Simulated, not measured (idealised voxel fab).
Documented hereafter: the process module known as voxel tone inversion.
We display cut, a cross-section 170 nm in width whose square cells are each 5 nm.
Notation: cross-section as square-cell grid; stated in bands, top first, going down; one or more cell rows per band.
Heights first: top, then bottom, in nm. Then materials, left to right, each with a width in nm. "throughout" on a single material: fills the band edge to edge. "air": empty space.
Where do heights start? At 0: under that level the wafer as delivered is made of one material only. And the lowest band has no floor; it just carries on downward, as in "0..down".
Width spec "30->40" -> top row of cells at first value, bottom row at second value, equal per-row change in between.
"stayed the same" -> step changed no cross-section cell.
For the entry "Enclosed internal cavities", the listed items are empty spaces with no open way to the top whose size is 8 cells or more; each item follows the pattern width x height at distance, where distance is from the left edge and all three are in nm.
Formally, on a step line, whatever follows the settings is a remark that the simulator itself makes on the step.
Among the settings permitted on a step's line is "overlay nm"; applied to a step with a mask, it specifies the extent to which the mask lay to the right of its planned position, whereas a negative figure signifies a position to the left.

**The steps planned for the process are as follows**
1: RECEIVE, material Si
2: CONFORMAL_DEP, material SiN, thk nm 10
3: DIRECTIONAL_DEP, material polySi, thk nm 20
4: PATTERN, tone cover, mask id POSTS, material resist, width nm 15, pitch nm 45, thk nm 25, overlay nm 0
5: DIRECTIONAL_ETCH, etch materials polySi, depth nm 20
6: STRIP, etch materials resist
7: FILL_DEP, material lowk, thk nm 10
8: CMP, height nm 30
9: STRIP, etch materials polySi
10: CONFORMAL_DEP, material TiN, thk nm 5
11: FILL_DEP, material Cu, thk nm 10
12: CMP, height nm 30
13: CONFORMAL_DEP, material SiCN, thk nm 5
Split variable: width nm, step 4. Plan value = first wafer. Wafers start alike.

**first wafer as received, after step 1**
    0..down  Si throughout
    Enclosed internal cavities: none

**End of module: cross-section of the first of several wafers after step 13, the last step**
    35..30  SiCN throughout
    30..15  30 lowk, then 5 TiN, then 5 Cu, then 5 TiN, then 30 lowk, then 5 TiN, then 5 Cu, then 5 TiN, then 30 lowk, then 5 TiN, then 5 Cu, then 5 TiN, then 35 lowk
    15..10  30 lowk, then 15 TiN, then 30 lowk, then 15 TiN, then 30 lowk, then 15 TiN, then 35 lowk
    10..0  SiN throughout
    0..down  Si throughout
    Enclosed internal cavities: none

**Cross-section, last wafer, module completion**
    35..30  SiCN throughout
    30..15  25 lowk, then 5 TiN, then 20 Cu, then 5 TiN, then 15 lowk, then 5 TiN, then 20 Cu, then 5 TiN, then 15 lowk, then 5 TiN, then 20 Cu, then 5 TiN, then 25 lowk
    15..10  25 lowk, then 30 TiN, then 15 lowk, then 30 TiN, then 15 lowk, then 30 TiN, then 25 lowk
    10..0  SiN throughout
    0..down  Si throughout
    Enclosed internal cavities: none

**Here is how to read the rows: every wafer has a row, and it shows the wafer at the end of the module, giving for each material how many cells were gained (+) or lost (-) since the wafer was received, then listing its closed voids**
width nm 15, +9 Cu, +34 SiCN, +68 SiN, +27 TiN, +100 lowk, Enclosed internal cavities: none
width nm 20, +18 Cu, +34 SiCN, +68 SiN, +30 TiN, +88 lowk, Enclosed internal cavities: none
width nm 25, +27 Cu, +34 SiCN, +68 SiN, +33 TiN, +76 lowk, Enclosed internal cavities: none
width nm 30, +36 Cu, +34 SiCN, +68 SiN, +36 TiN, +64 lowk, Enclosed internal cavities: none
